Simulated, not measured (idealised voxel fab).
Process module under the name voxel self aligned vias
cross-section cut | 235 nm wide | cells 5 nm
When this document writes out a cross-section, it uses a grid of square cells and lists it as bands, beginning at the top and moving down, with a band standing for one or more rows of cells.
Heads up on the band format: heights come first, top then bottom, in nm. After that it's the materials left to right, each with its width in nm. A single material flagged "all across" fills the whole band edge to edge, and "empty" means there's empty space there.
Ref level 0: as-received wafer is one material below here. Bottom band extends down with no lower bound ("top 0, no bottom").
The two numbers in a width such as "30->40" mark its ends across the band: the first belongs to the top row of cells, the second to the bottom row, and from each row to the next the width moves by the same amount.
What does "everything unchanged" mean for a step? It means no cell of the cross-section changed in that step.
The entry titled "Closed void register" provides the empty spaces that have no open way to the top, restricted to those of 8 cells or more. Each is presented as width x height at distance, the distance being measured from the left edge, with all three in nm.
Whatever follows a step's settings on its line is a remark the simulator itself makes about that step.
"overlay nm" denotes, for a step that has a mask, the displacement of the mask to the right of its planned place, with negative values corresponding to the left.
The process steps that were planned are listed below:
- 1: RECEIVE with material Si
- 2: CONFORMAL_DEP with material SiO2, thk nm 10
- 3: CONFORMAL_DEP with material SiCN, thk nm 5
- 4: DIRECTIONAL_DEP with material SiO2, thk nm 20
- 5: PATTERN with tone open, mask id LINES, material resist, width nm 20, pitch nm 60, thk nm 20, overlay nm 0
- 6: DIRECTIONAL_ETCH with etch materials SiO2, depth nm 20
- 7: STRIP with etch materials resist
- 8: CONFORMAL_DEP with material TiN, thk nm 5
- 9: FILL_DEP with material Ru, thk nm 5
- 10: CMP with height nm 35
- 11: SELECTIVE_ETCH with etch materials W Ru TiN, depth nm 10
- 12: FILL_DEP with material SiN, thk nm 5
- 13: CMP with height nm 35
- 14: DIRECTIONAL_DEP with material SiO2, thk nm 20
- 15: DIRECTIONAL_DEP with material aC, thk nm 15
- 16: PATTERN with tone open, mask id VIAS, material resist, width nm 20, thk nm 35, overlay nm 0
- 17: DIRECTIONAL_ETCH with etch materials aC, depth nm 15
- 18: STRIP with etch materials resist
- 19: DIRECTIONAL_ETCH with etch materials SiO2, depth nm 20
- 20: DIRECTIONAL_ETCH with etch materials SiN, depth nm 10
- 21: STRIP with etch materials aC
- 22: CONFORMAL_DEP with material TiN, thk nm 5
- 23: FILL_DEP with material Ru, thk nm 5
- 24: CMP with height nm 55
- 25: CONFORMAL_DEP with material SiN, thk nm 5
For clarity, it should be stated that the wafers under discussion commence in an identical condition and differ with respect to the width nm of step 16, the plan indicating the value that the first wafer had.
Cross-sectional view of the first of several wafers in the as-received condition, corresponding to the state following step 1:
	top 0, no bottom | Si all across
	Closed void register: none
For your reference, the table is organized with a row per wafer; each row reflects the wafer at the end of the module, indicating for each material the cells gained (+) or lost (-) since receipt, and thereafter its closed voids:
width nm 20 | +14 Ru | +47 SiCN | +55 SiN | +422 SiO2 | +26 TiN | Closed void register: none
width nm 25 | +17 Ru | +47 SiCN | +55 SiN | +418 SiO2 | +27 TiN | Closed void register: none
width nm 30 | +20 Ru | +47 SiCN | +55 SiN | +414 SiO2 | +28 TiN | Closed void register: none
width nm 35 | +23 Ru | +47 SiCN | +55 SiN | +410 SiO2 | +29 TiN | Closed void register: none
width nm 40 | +26 Ru | +47 SiCN | +55 SiN | +406 SiO2 | +30 TiN | Closed void register: none
width nm 45 | +29 Ru | +47 SiCN | +55 SiN | +402 SiO2 | +31 TiN | Closed void register: none
